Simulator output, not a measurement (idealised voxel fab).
Process module heading - voxel tone inversion
FYI the section here is cut, 150 nm wide, cells are 5 nm squares.
Format of a cross-section: grid, square cells. Given as bands. Order: top down. Band: one or more rows of cells. For a band, the entry starts with two heights in nm, that of the top and then that of the bottom, and carries on with the band's materials in order from left to right, each alongside its width in nm; the word "full width" beside a single material means it fills the band edge to edge, and "air" means empty space. Height is counted from the level 0, under which the received wafer is composed throughout of one material. The lowest of the bands is not closed at the bottom but continues downward, in the notation "from 0 down". With a width like "30 to 40", each row of cells in the band differs from the next by the same amount, the top row carrying the first number and the bottom row the second. Key: "no change" - step with no changed cell in the cross-section. The entry titled "Closed void listing" provides the empty spaces that have no open way to the top, restricted to those of 8 cells or more. Each is presented as width x height at distance, the distance being measured from the left edge, with all three in nm. Where a step's line continues beyond its settings, the continuation is a remark by the simulator itself on that step. The optional step-line setting "overlay nm" applies to steps with a mask and quantifies how far to the right of its planned location the mask lay, a negative value indicating leftward placement.
-- Here's what the planned process steps look like
1) RECEIVE, material Si
2) CONFORMAL_DEP, material SiN, thk nm 5
3) DIRECTIONAL_DEP, material aC, thk nm 15
4) PATTERN, tone cover, mask id POSTS, material resist, width nm 25, pitch nm 40, thk nm 25, overlay nm 0
5) DIRECTIONAL_ETCH, etch materials aC, depth nm 15
6) STRIP, etch materials resist
7) FILL_DEP, material SiO2, thk nm 10
8) CMP, height nm 20
9) STRIP, etch materials aC
-- Here's what the wafer looked like in cross-section when it arrived - that's after step 1
    from 0 down  Si full width
    Closed void listing: none
-- End state of the module in cross-section, given the above starting point and plan and one mistake in execution
    from 20 to 5  SiO2 30 nm, then air 25 nm, then SiO2 15 nm, then air 25 nm, then SiO2 55 nm
    from 5 to 0  SiN full width
    from 0 down  Si full width
    Closed void listing: none
Deviation noted in wafer processing: for step 4, the planned setting was not used; the step was instead run as PATTERN, tone cover, mask id POSTS, material resist, width nm 25, pitch nm 40, thk nm 25, overlay nm -10
